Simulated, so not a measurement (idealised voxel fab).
Presented below is a process module, voxel self aligned vias.
The cross-section shown here is cut; it is 265 nm wide and divided into square cells measuring 5 nm on a side.
Throughout this document, each cross-section is represented as a grid of square cells and is presented as a sequence of bands enumerated from the top downward, where a band comprises one or more rows of cells. Band entry format. Leading values: height of top, height of bottom, nm. Remainder: materials in left-to-right order, each with its width in nm. Special words: "everywhere" on a single material, which then fills the band edge to edge; "empty", empty space. Basically, 0 is our baseline, since under it the wafer straight out of the box is all one material. The bottom band has no lower end and keeps on going down, so it looks like "z 0 and below". The two numbers in a width such as "30 to 40" mark its ends across the band: the first belongs to the top row of cells, the second to the bottom row, and from each row to the next the width moves by the same amount. Take "remains unaltered" at face value: in the step it is given for, the cross-section changed in none of its cells. This entry, "Closed void entries", enumerates those empty regions of no fewer than 8 cells that possess no open connection to the top. Each region is reported in the form width x height at distance, the distance being taken from the left edge, with all three quantities expressed in nm. On each step's line, the part that comes after the settings is the simulator's own comment on the step. "overlay nm" denotes, for a step that has a mask, the displacement of the mask to the right of its planned place, with negative values corresponding to the left.

# Steps planned for the process
| 1 | RECEIVE with material Si |
| 2 | CONFORMAL_DEP with material SiO2, thk nm 15 |
| 3 | CONFORMAL_DEP with material SiCN, thk nm 5 |
| 4 | DIRECTIONAL_DEP with material lowk, thk nm 25 |
| 5 | DIRECTIONAL_DEP with material aC, thk nm 15 |
| 6 | PATTERN with tone open, mask id LINES, material resist, width nm 20, pitch nm 60, thk nm 35, overlay nm 0 |
| 7 | DIRECTIONAL_ETCH with etch materials aC, depth nm 15 |
| 8 | STRIP with etch materials resist |
| 9 | DIRECTIONAL_ETCH with etch materials lowk, depth nm 25 |
| 10 | STRIP with etch materials aC |
| 11 | CONFORMAL_DEP with material TiN, thk nm 5 |
| 12 | FILL_DEP with material W, thk nm 5 |
| 13 | CMP with height nm 45 |
| 14 | SELECTIVE_ETCH with etch materials W Ru TiN, depth nm 10 |
| 15 | FILL_DEP with material SiN, thk nm 10 |
| 16 | CMP with height nm 45 |
| 17 | DIRECTIONAL_DEP with material lowk, thk nm 15 |
| 18 | DIRECTIONAL_DEP with material aC, thk nm 15 |
| 19 | PATTERN with tone open, mask id VIAS, material resist, width nm 20, pitch nm 60, thk nm 35, overlay nm 0 |
| 20 | DIRECTIONAL_ETCH with etch materials aC, depth nm 15 |
| 21 | STRIP with etch materials resist |
| 22 | DIRECTIONAL_ETCH with etch materials lowk, depth nm 15 |
| 23 | DIRECTIONAL_ETCH with etch materials SiN, depth nm 10 |
| 24 | STRIP with etch materials aC |
| 25 | CONFORMAL_DEP with material TiN, thk nm 5 |
| 26 | FILL_DEP with material W, thk nm 10 |
| 27 | CMP with height nm 60 |
| 28 | CONFORMAL_DEP with material SiN, thk nm 5 |
The wafers are alike at the start. At step 19, their width nm differs. The plan lists the first wafer's value.

# Cross-section of the first of several wafers as received (after step 1)
- z 0 and below: Si everywhere
- Closed void entries: none

# Where each wafer stands at the end of the module, a row apiece: cells of each material gained (+) or lost (-) since it was received, then closed voids
width nm 20 | +53 SiCN | +53 SiN | +159 SiO2 | +60 TiN | +36 W | +328 lowk | Closed void entries: none
width nm 25 | +53 SiCN | +53 SiN | +159 SiO2 | +63 TiN | +42 W | +319 lowk | Closed void entries: none
width nm 30 | +53 SiCN | +53 SiN | +159 SiO2 | +66 TiN | +48 W | +310 lowk | Closed void entries: none
width nm 35 | +53 SiCN | +53 SiN | +159 SiO2 | +69 TiN | +54 W | +301 lowk | Closed void entries: none
width nm 40 | +53 SiCN | +53 SiN | +159 SiO2 | +72 TiN | +60 W | +292 lowk | Closed void entries: none
width nm 45 | +53 SiCN | +53 SiN | +159 SiO2 | +75 TiN | +66 W | +283 lowk | Closed void entries: none
